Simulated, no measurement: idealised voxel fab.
process module | voxel trench capacitor
Section shown: cut. Width: 275 nm. Cell size: 5 nm, square.
Throughout this document, each cross-section is represented as a grid of square cells and is presented as a sequence of bands enumerated from the top downward, where a band comprises one or more rows of cells. Band: top and bottom heights (nm) first, top before bottom; then materials from left to right, widths in nm. "throughout" marks a sole material filling the band edge to edge. "blank" denotes empty space. Below 0: as-received wafer, all one material; heights counted from there. Lowest band: no bottom, goes on down, written "z 0 and below". The expression "30..40" gives the width at the extremes of the band, the first number at its top row of cells and the second at its bottom row, with the width changing by equal amounts from each row to the next in between. The cross-section has no changed cell in any step marked "left unchanged". "Sealed void list": empty spaces of 8 cells or more with no open way to the top, each given as width x height at distance, distance from the left edge, all in nm. If you see something after the settings on a step's line, that's the simulator's own remark about that step. overlay nm: where the mask lay relative to plan, measured to the right, on steps with a mask; negatives go left.

### List of planned process steps
1) op RECEIVE | material Si
2) op CONFORMAL_DEP | material SiN | thk nm 10
3) op DIRECTIONAL_DEP | material aC | thk nm 10
4) op PATTERN | tone open | mask id TRENCH | material resist | width nm 25 | pitch nm 45 | thk nm 30 | overlay nm 0
5) op DIRECTIONAL_ETCH | etch materials aC | depth nm 10
6) op STRIP | etch materials resist
7) op DIRECTIONAL_ETCH | etch materials SiN | depth nm 10
8) op DIRECTIONAL_ETCH | etch materials Si | depth nm 25
9) op STRIP | etch materials aC
10) op CONFORMAL_DEP | material HfO2 | thk nm 5
11) op CONFORMAL_DEP | material TiN | thk nm 5
12) op FILL_DEP | material W | thk nm 10
13) op CMP | height nm 10

### First of two wafers - as planned

### Delivered wafer in cross-section: state after step 1
    z 0 and below | Si throughout
    Sealed void list: none

### Sectional view: wafer, after step 2
    z 10 to 0 | SiN throughout
    Below 0, the layers are the same as they were.

### Sectional view: wafer, after step 3
    z 20 to 10 | aC throughout
    Below 10, the layers are the same as they were.

### Sectional view: wafer, after step 4
    z 50 to 20 | resist=55, then blank=25, then resist=20, then blank=25, then resist=20, then blank=25, then resist=20, then blank=25, then resist=60
    Below 20, the layers are the same as they were.

### Sectional view: wafer, after step 5
    z 40 to 20 | resist=55, then blank=25, then resist=20, then blank=25, then resist=20, then blank=25, then resist=20, then blank=25, then resist=60
    z 20 to 10 | aC=55, then blank=25, then aC=20, then blank=25, then aC=20, then blank=25, then aC=20, then blank=25, then aC=60
    Below 10, the layers are the same as they were.

### Sectional view: wafer, after step 6
    z 20 to 10 | aC=55, then blank=25, then aC=20, then blank=25, then aC=20, then blank=25, then aC=20, then blank=25, then aC=60
    Below 10, the layers are the same as they were.

### Sectional view: wafer, after step 7
    z 20 to 10 | aC=55, then blank=25, then aC=20, then blank=25, then aC=20, then blank=25, then aC=20, then blank=25, then aC=60
    z 10 to 0 | SiN=55, then blank=25, then SiN=20, then blank=25, then SiN=20, then blank=25, then SiN=20, then blank=25, then SiN=60
    Below 0, the layers are the same as they were.

### Sectional view: wafer, after step 8
    z 20 to 10 | aC=55, then blank=25, then aC=20, then blank=25, then aC=20, then blank=25, then aC=20, then blank=25, then aC=60
    z 10 to 0 | SiN=55, then blank=25, then SiN=20, then blank=25, then SiN=20, then blank=25, then SiN=20, then blank=25, then SiN=60
    z 0 to -25 | Si=55, then blank=25, then Si=20, then blank=25, then Si=20, then blank=25, then Si=20, then blank=25, then Si=60
    Below -25, the layers are the same as they were.

### Sectional view: wafer, after step 9
    z 10 to 0 | SiN=55, then blank=25, then SiN=20, then blank=25, then SiN=20, then blank=25, then SiN=20, then blank=25, then SiN=60
    Below 0, the layers are the same as they were.

### Sectional view: wafer, after step 10
    z 15 to 10 | HfO2=60, then blank=15, then HfO2=30, then blank=15, then HfO2=30, then blank=15, then HfO2=30, then blank=15, then HfO2=65
    z 10 to 0 | SiN=55, then HfO2=5, then blank=15, then HfO2=5, then SiN=20, then HfO2=5, then blank=15, then HfO2=5, then SiN=20, then HfO2=5, then blank=15, then HfO2=5, then SiN=20, then HfO2=5, then blank=15, then HfO2=5, then SiN=60
    z 0 to -20 | Si=55, then HfO2=5, then blank=15, then HfO2=5, then Si=20, then HfO2=5, then blank=15, then HfO2=5, then Si=20, then HfO2=5, then blank=15, then HfO2=5, then Si=20, then HfO2=5, then blank=15, then HfO2=5, then Si=60
    z -20 to -25 | Si=55, then HfO2=25, then Si=20, then HfO2=25, then Si=20, then HfO2=25, then Si=20, then HfO2=25, then Si=60
    Below -25, the layers are the same as they were.

### Sectional view: wafer, after step 11
    z 20 to 15 | TiN=65, then blank=5, then TiN=40, then blank=5, then TiN=40, then blank=5, then TiN=40, then blank=5, then TiN=70
    z 15 to 10 | HfO2=60, then TiN=5, then blank=5, then TiN=5, then HfO2=30, then TiN=5, then blank=5, then TiN=5, then HfO2=30, then TiN=5, then blank=5, then TiN=5, then HfO2=30, then TiN=5, then blank=5, then TiN=5, then HfO2=65
    z 10 to 0 | SiN=55, then HfO2=5, then TiN=5, then blank=5, then TiN=5, then HfO2=5, then SiN=20, then HfO2=5, then TiN=5, then blank=5, then TiN=5, then HfO2=5, then SiN=20, then HfO2=5, then TiN=5, then blank=5, then TiN=5, then HfO2=5, then SiN=20, then HfO2=5, then TiN=5, then blank=5, then TiN=5, then HfO2=5, then SiN=60
    z 0 to -15 | Si=55, then HfO2=5, then TiN=5, then blank=5, then TiN=5, then HfO2=5, then Si=20, then HfO2=5, then TiN=5, then blank=5, then TiN=5, then HfO2=5, then Si=20, then HfO2=5, then TiN=5, then blank=5, then TiN=5, then HfO2=5, then Si=20, then HfO2=5, then TiN=5, then blank=5, then TiN=5, then HfO2=5, then Si=60
    z -15 to -20 | Si=55, then HfO2=5, then TiN=15, then HfO2=5, then Si=20, then HfO2=5, then TiN=15, then HfO2=5, then Si=20, then HfO2=5, then TiN=15, then HfO2=5, then Si=20, then HfO2=5, then TiN=15, then HfO2=5, then Si=60
    Below -20, the layers are the same as they were.

### Sectional view: wafer, after step 12
    z 30 to 20 | W throughout
    z 20 to 15 | TiN=65, then W=5, then TiN=40, then W=5, then TiN=40, then W=5, then TiN=40, then W=5, then TiN=70
    z 15 to 10 | HfO2=60, then TiN=5, then W=5, then TiN=5, then HfO2=30, then TiN=5, then W=5, then TiN=5, then HfO2=30, then TiN=5, then W=5, then TiN=5, then HfO2=30, then TiN=5, then W=5, then TiN=5, then HfO2=65
    z 10 to 0 | SiN=55, then HfO2=5, then TiN=5, then W=5, then TiN=5, then HfO2=5, then SiN=20, then HfO2=5, then TiN=5, then W=5, then TiN=5, then HfO2=5, then SiN=20, then HfO2=5, then TiN=5, then W=5, then TiN=5, then HfO2=5, then SiN=20, then HfO2=5, then TiN=5, then W=5, then TiN=5, then HfO2=5, then SiN=60
    z 0 to -15 | Si=55, then HfO2=5, then TiN=5, then W=5, then TiN=5, then HfO2=5, then Si=20, then HfO2=5, then TiN=5, then W=5, then TiN=5, then HfO2=5, then Si=20, then HfO2=5, then TiN=5, then W=5, then TiN=5, then HfO2=5, then Si=20, then HfO2=5, then TiN=5, then W=5, then TiN=5, then HfO2=5, then Si=60
    Below -15, the layers are the same as they were.

### Sectional view: wafer, after step 13
    z 10 to 0 | SiN=55, then HfO2=5, then TiN=5, then W=5, then TiN=5, then HfO2=5, then SiN=20, then HfO2=5, then TiN=5, then W=5, then TiN=5, then HfO2=5, then SiN=20, then HfO2=5, then TiN=5, then W=5, then TiN=5, then HfO2=5, then SiN=20, then HfO2=5, then TiN=5, then W=5, then TiN=5, then HfO2=5, then SiN=60
    Below 0, the layers are the same as they were.

### Now the other wafer: same start, same recipe, but we messed up one thing when running it. Up to and including step 1 it's the same as the first one

### Second wafer, cut view, end of step 2 per plan
    z 10 to 0 | TiN throughout
    Below 0, the layers are the same as they were.

### Second wafer, cut view, end of step 3 per plan
    z 20 to 10 | aC throughout
    Below 10, the layers are the same as they were.

### Second wafer, cut view, end of step 4 per plan
    z 50 to 20 | resist=55, then blank=25, then resist=20, then blank=25, then resist=20, then blank=25, then resist=20, then blank=25, then resist=60
    Below 20, the layers are the same as they were.

### Second wafer, cut view, end of step 5 per plan
    z 40 to 20 | resist=55, then blank=25, then resist=20, then blank=25, then resist=20, then blank=25, then resist=20, then blank=25, then resist=60
    z 20 to 10 | aC=55, then blank=25, then aC=20, then blank=25, then aC=20, then blank=25, then aC=20, then blank=25, then aC=60
    Below 10, the layers are the same as they were.

### Second wafer, cut view, end of step 6 per plan
    z 20 to 10 | aC=55, then blank=25, then aC=20, then blank=25, then aC=20, then blank=25, then aC=20, then blank=25, then aC=60
    Below 10, the layers are the same as they were.

Second wafer, cut view, end of step 7 per plan: left unchanged

Second wafer, cut view, end of step 8 per plan: left unchanged

### Second wafer, cut view, end of step 9 per plan
    z 10 to 0 | TiN throughout
    Below 0, the layers are the same as they were.

### Second wafer, cut view, end of step 10 per plan
    z 15 to 10 | HfO2 throughout
    Below 10, the layers are the same as they were.

### Second wafer, cut view, end of step 11 per plan
    z 20 to 15 | TiN throughout
    Below 15, the layers are the same as they were.

### Second wafer, cut view, end of step 12 per plan
    z 30 to 20 | W throughout
    Below 20, the layers are the same as they were.

### Second wafer, cut view, end of step 13 per plan
    z 10 to 0 | TiN throughout
    Below 0, the layers are the same as they were.
Plan not followed: step 2 went in with a setting other than planned; the actual run was op CONFORMAL_DEP | material TiN | thk nm 10
Cell-count delta at end, second wafer over first, by material: -68 HfO2; +100 Si; -70 SiN; +58 TiN; -20 W
